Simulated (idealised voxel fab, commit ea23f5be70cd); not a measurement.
Title: Process Module voxel wiring stack
The cross-section shown here is cut; it is 200 nm wide and divided into square cells measuring 5 nm on a side.
Cross-sections here: square-cell grids, written as top-down lists of bands, a band being one or more rows of cells.
Look at the band entry: it leads with the top's height and the bottom's height in nm. Then it lists the materials left to right, with a width in nm for each. The word "throughout" on a single material says that material fills the band edge to edge. The word "air" is empty space.
All heights in this document are referenced to 0, defined as the level beneath which the wafer, as received, consists entirely of one material. The lowest band is not bounded below; it extends indefinitely downward and is written in the form "from 0 down".
Read "30..40" as a graded width: first number on top, second number at the bottom, same change between each pair of neighbouring rows.
"nothing different" (step): cross-section cells unchanged, all of them.
In "Voids, sealed" the enclosed voids are listed, meaning empty spaces of 8 cells or larger without any opening to the top. The form is width x height at distance, distance from the left edge, units nm.
Step line, after settings: the simulator's comment on this step.
The "overlay nm" setting may appear on a step's line; for a step that uses a mask, it gives how far to the right of its planned position the mask lay, and a negative value indicates the left.
# Listed below are the process steps as planned
1) RECEIVE with material Si
2) CONFORMAL_DEP with material SiO2, thk nm 15
3) DIRECTIONAL_DEP with material TiN, thk nm 5
4) DIRECTIONAL_DEP with material Ru, thk nm 20
5) MASKED_ETCH with tone cover, mask id METAL_1, width nm 30, pitch nm 60, etch materials Ru, depth nm 20, overlay nm 0
6) MASKED_ETCH with tone cover, mask id METAL_1, width nm 30, pitch nm 60, etch materials TiN, depth nm 5, overlay nm 0
7) CONFORMAL_DEP with material SiCN, thk nm 5
8) FILL_DEP with material SiO2, thk nm 5
9) CMP with height nm 40
10) CONFORMAL_DEP with material SiCN, thk nm 5
11) DIRECTIONAL_DEP with material lowk, thk nm 30
12) PATTERN with tone open, mask id METAL_2_HOLES, material resist, width nm 15, pitch nm 60, thk nm 20, overlay nm 0
13) DIRECTIONAL_ETCH with etch materials lowk, depth nm 30
14) STRIP with etch materials resist
15) MASKED_ETCH with tone open, mask id METAL_2, width nm 30, pitch nm 60, etch materials lowk, depth nm 20, overlay nm 0
16) MASKED_ETCH with tone open, mask id METAL_2, width nm 30, pitch nm 60, etch materials SiCN, depth nm 5, overlay nm 0
17) CONFORMAL_DEP with material TiN, thk nm 5
18) FILL_DEP with material Cu, thk nm 10
19) CMP with height nm 75
20) CONFORMAL_DEP with material SiCN, thk nm 5
21) DIRECTIONAL_DEP with material lowk, thk nm 35
22) MASKED_ETCH with tone open, mask id METAL_3, width nm 30, pitch nm 60, etch materials lowk, depth nm 20, overlay nm 0
23) MASKED_ETCH with tone open, mask id METAL_3_HOLES, width nm 15, etch materials lowk, depth nm 15, overlay nm 0
24) MASKED_ETCH with tone open, mask id METAL_3_HOLES, width nm 15, etch materials SiCN, depth nm 5, overlay nm 0
25) CONFORMAL_DEP with material TiN, thk nm 5
26) FILL_DEP with material Ru, thk nm 10
27) CMP with height nm 115
28) CONFORMAL_DEP with material SiCN, thk nm 5
# Cross-section of the wafer upon arrival, representing the state reached after step 1
	from 0 down | Si throughout
	Voids, sealed: none
# First wafer of two, sectioned at end of module; run went per plan
	from 120 to 115 | SiCN throughout
	from 115 to 100 | lowk 55 nm; TiN 5 nm; Ru 20 nm; TiN 5 nm; lowk 30 nm; TiN 5 nm; Ru 20 nm; TiN 5 nm; lowk 55 nm
	from 100 to 95 | lowk 55 nm; TiN 5 nm; Ru 5 nm; TiN 20 nm; lowk 30 nm; TiN 30 nm; lowk 55 nm
	from 95 to 80 | lowk 55 nm; TiN 5 nm; Ru 5 nm; TiN 5 nm; lowk 130 nm
	from 80 to 75 | SiCN 55 nm; TiN 15 nm; SiCN 130 nm
	from 75 to 60 | lowk 55 nm; TiN 5 nm; Cu 20 nm; TiN 5 nm; lowk 30 nm; TiN 5 nm; Cu 20 nm; TiN 5 nm; lowk 55 nm
	from 60 to 55 | lowk 55 nm; TiN 5 nm; Cu 5 nm; TiN 20 nm; lowk 30 nm; TiN 5 nm; Cu 5 nm; TiN 20 nm; lowk 55 nm
	from 55 to 45 | lowk 55 nm; TiN 5 nm; Cu 5 nm; TiN 5 nm; lowk 45 nm; TiN 5 nm; Cu 5 nm; TiN 5 nm; lowk 70 nm
	from 45 to 40 | SiCN 55 nm; TiN 15 nm; SiCN 45 nm; TiN 15 nm; SiCN 70 nm
	from 40 to 20 | SiO2 50 nm; SiCN 5 nm; Ru 30 nm; SiCN 5 nm; SiO2 20 nm; SiCN 5 nm; Ru 30 nm; SiCN 5 nm; SiO2 50 nm
	from 20 to 15 | SiCN 55 nm; TiN 30 nm; SiCN 30 nm; TiN 30 nm; SiCN 55 nm
	from 15 to 0 | SiO2 throughout
	from 0 down | Si throughout
	Voids, sealed: none
# Cross-sectional view: second of two wafers, end of module; start and plan identical to the first, one mistake in running
	from 120 to 115 | SiCN throughout
	from 115 to 100 | lowk 55 nm; TiN 5 nm; Ru 20 nm; TiN 5 nm; lowk 30 nm; TiN 5 nm; Ru 20 nm; TiN 5 nm; lowk 55 nm
	from 100 to 95 | lowk 55 nm; TiN 5 nm; Ru 5 nm; TiN 20 nm; lowk 30 nm; TiN 30 nm; lowk 55 nm
	from 95 to 80 | lowk 55 nm; TiN 5 nm; Ru 5 nm; TiN 5 nm; lowk 130 nm
	from 80 to 75 | SiCN 55 nm; TiN 15 nm; SiCN 130 nm
	from 75 to 60 | lowk 55 nm; TiN 5 nm; Cu 20 nm; TiN 5 nm; lowk 30 nm; TiN 5 nm; Cu 20 nm; TiN 5 nm; lowk 55 nm
	from 60 to 55 | lowk 55 nm; TiN 5 nm; Cu 5 nm; TiN 20 nm; lowk 30 nm; TiN 5 nm; Cu 5 nm; TiN 20 nm; lowk 55 nm
	from 55 to 45 | lowk 55 nm; TiN 5 nm; Cu 5 nm; TiN 5 nm; lowk 45 nm; TiN 5 nm; Cu 5 nm; TiN 5 nm; lowk 70 nm
	from 45 to 40 | SiCN 55 nm; TiN 15 nm; SiCN 45 nm; TiN 15 nm; SiCN 70 nm
	from 40 to 35 | SiO2 50 nm; SiCN 40 nm; SiO2 20 nm; SiCN 40 nm; SiO2 50 nm
	from 35 to 20 | SiO2 50 nm; SiCN 5 nm; Ru 30 nm; SiCN 5 nm; SiO2 20 nm; SiCN 5 nm; Ru 30 nm; SiCN 5 nm; SiO2 50 nm
	from 20 to 15 | SiCN 55 nm; Ru 30 nm; SiCN 30 nm; Ru 30 nm; SiCN 55 nm
	from 15 to 0 | SiO2 throughout
	from 0 down | Si throughout
	Voids, sealed: none
Deviation from plan: the plan's step 3 was left out and never carried out
at the end the second wafer has, in cells: SiCN: 12 more | TiN: 12 fewer
